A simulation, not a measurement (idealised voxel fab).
Process module, titled voxel double patterning
The cross-section on display is named cut; it measures 250 nm wide, and its cells are 5 nm squares.
Cross-section, as written here: a square-cell grid given band by band from the top down, where a band holds one or more rows of cells. Top, bottom (nm), then materials left to right with widths (nm); lone material tagged "throughout" fills the whole band edge to edge; "air" = empty space. A quick word on heights: they are counted from 0, and under that level the wafer as it came to us is one material throughout. The lowest band is different from the rest in having no bottom; it simply continues downward, written as in "0 nm and below". The width entry "30 to 40" should be interpreted row by row: the top row of cells in the band takes the first number, the bottom row takes the second number, and the change between adjacent rows is uniform throughout. Key: "nothing changed" - step with no changed cell in the cross-section. Entry "Completely sealed voids". Content: empty spaces with no open connection to the top, size 8 cells or greater. Each: width x height at distance. Distance: from left edge. Unit: nm. What comes after the settings on a step's line is commentary from the simulator itself on that step. overlay nm: on a step with a mask, how far right of its planned place the mask lay; negative means left.
# List of planned process steps
1,RECEIVE | material Si
2,CONFORMAL_DEP | material SiN | thk nm 5
3,DIRECTIONAL_DEP | material SiO2 | thk nm 20
4,DIRECTIONAL_DEP | material SiCN | thk nm 10
5,DIRECTIONAL_DEP | material aC | thk nm 15
6,PATTERN | tone open | mask id FIRST | material resist | width nm 15 | pitch nm 50 | thk nm 35 | overlay nm 0
7,DIRECTIONAL_ETCH | etch materials aC | depth nm 15
8,STRIP | etch materials resist
9,DIRECTIONAL_ETCH | etch materials SiCN | depth nm 10
10,STRIP | etch materials aC
11,MASKED_ETCH | tone open | mask id SECOND | width nm 15 | etch materials SiCN | depth nm 10 | overlay nm 0
12,DIRECTIONAL_ETCH | etch materials SiO2 | depth nm 20
13,STRIP | etch materials SiCN
# So this is the incoming wafer in cross-section - it's already been through step 1
> 0 nm and below = Si throughout
> Completely sealed voids: none
# The following cross-section depicts the wafer upon conclusion of the module. Processing commenced from the starting condition illustrated above and adhered to the plan illustrated above, save for one mistake in execution
> 35 nm to 25 nm = SiN throughout
> 25 nm to 5 nm = SiO2 throughout
> 5 nm to 0 nm = SiN throughout
> 0 nm and below = Si throughout
> Completely sealed voids: none
In executing the process, a mistake was made relative to the plan: planned and actual differ for step 4; actual: DIRECTIONAL_DEP | material SiN | thk nm 10
